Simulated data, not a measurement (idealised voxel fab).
Process module in this document: voxel ribs on slabs
Xsec cut, 260 nm wide, square cell size 5 nm.
Cross-section, as written here: a square-cell grid given band by band from the top down, where a band holds one or more rows of cells.
A band entry consists of two parts. The first gives the height of the band's top and the height of its bottom, in nm. The rest lists the band's materials from left to right, each with its width in nm. A single material labelled with the word "full width" fills the band from edge to edge, and the word "air" marks empty space.
Heights are measured from 0, the level below which the as-received wafer is all one material; the lowest band has no bottom and continues downward, written as in "0 and below".
Quick explanation for "30..40": the width changes in equal steps down the rows of cells, from the first number in the band's top row to the second number in its bottom row.
"all unchanged" means the step left every cell of the cross-section as it was.
The entry titled "Listed closed voids" provides the empty spaces that have no open way to the top, restricted to those of 8 cells or more. Each is presented as width x height at distance, the distance being measured from the left edge, with all three in nm.
That trailing text on a step's line, after the settings, is the simulator's own remark on the step.
Steps that use a mask can have "overlay nm" on their line. It says how far the mask sat to the right of where it was meant to be. Negative means to the left.

The planned process steps are enumerated hereunder:
1,RECEIVE | material Si
2,DIRECTIONAL_DEP | material SiO2 | thk nm 20
3,DIRECTIONAL_DEP | material polySi | thk nm 25
4,MASKED_ETCH | tone cover | mask id RIB | width nm 20 | etch materials polySi | depth nm 20 | overlay nm 0
5,DIRECTIONAL_DEP | material aC | thk nm 15
6,PATTERN | tone cover | mask id SLAB | material resist | width nm 60 | thk nm 35 | overlay nm 0
7,DIRECTIONAL_ETCH | etch materials aC | depth nm 15
8,STRIP | etch materials resist
9,DIRECTIONAL_ETCH | etch materials polySi | depth nm 5
10,STRIP | etch materials aC
11,FILL_DEP | material SiO2 | thk nm 15
12,CMP | height nm 55
13,DIRECTIONAL_DEP | material TiN | thk nm 5
14,DIRECTIONAL_DEP | material aC | thk nm 10
15,PATTERN | tone cover | mask id HEATER | material resist | width nm 30 | thk nm 30 | overlay nm 0
16,DIRECTIONAL_ETCH | etch materials aC | depth nm 10
17,STRIP | etch materials resist
18,DIRECTIONAL_ETCH | etch materials TiN | depth nm 5
19,STRIP | etch materials aC
20,CONFORMAL_DEP | material SiN | thk nm 10

Here's what the wafer looked like in cross-section when it arrived - that's after step 1:
- 0 and below: Si full width
- Listed closed voids: none

Run as planned - first of the two wafers cross-sectioned at the end of the module:
- 70 down to 65: air 105 nm, SiN 50 nm, air 105 nm
- 65 down to 60: SiN full width
- 60 down to 55: SiN 115 nm, TiN 30 nm, SiN 115 nm
- 55 down to 45: SiO2 full width
- 45 down to 25: SiO2 120 nm, polySi 20 nm, SiO2 120 nm
- 25 down to 20: SiO2 100 nm, polySi 60 nm, SiO2 100 nm
- 20 down to 0: SiO2 full width
- 0 and below: Si full width
- Listed closed voids: none

Now the second wafer, cross-sectioned at the end of the module. Nothing different at the start, nothing different in the plan compared with the first, just one mistake when it was actually run:
- 70 down to 65: air 105 nm, SiN 50 nm, air 105 nm
- 65 down to 60: SiN full width
- 60 down to 55: SiN 115 nm, TiN 30 nm, SiN 115 nm
- 55 down to 45: SiO2 full width
- 45 down to 25: SiO2 115 nm, polySi 20 nm, SiO2 125 nm
- 25 down to 20: SiO2 100 nm, polySi 60 nm, SiO2 100 nm
- 20 down to 0: SiO2 full width
- 0 and below: Si full width
- Listed closed voids: none
Against the plan, the run slipped here: in deviation from the planned setting, step 4 was conducted as MASKED_ETCH | tone cover | mask id RIB | width nm 20 | etch materials polySi | depth nm 20 | overlay nm -5
Cell counts per material: same on both final wafers. Positions: different.
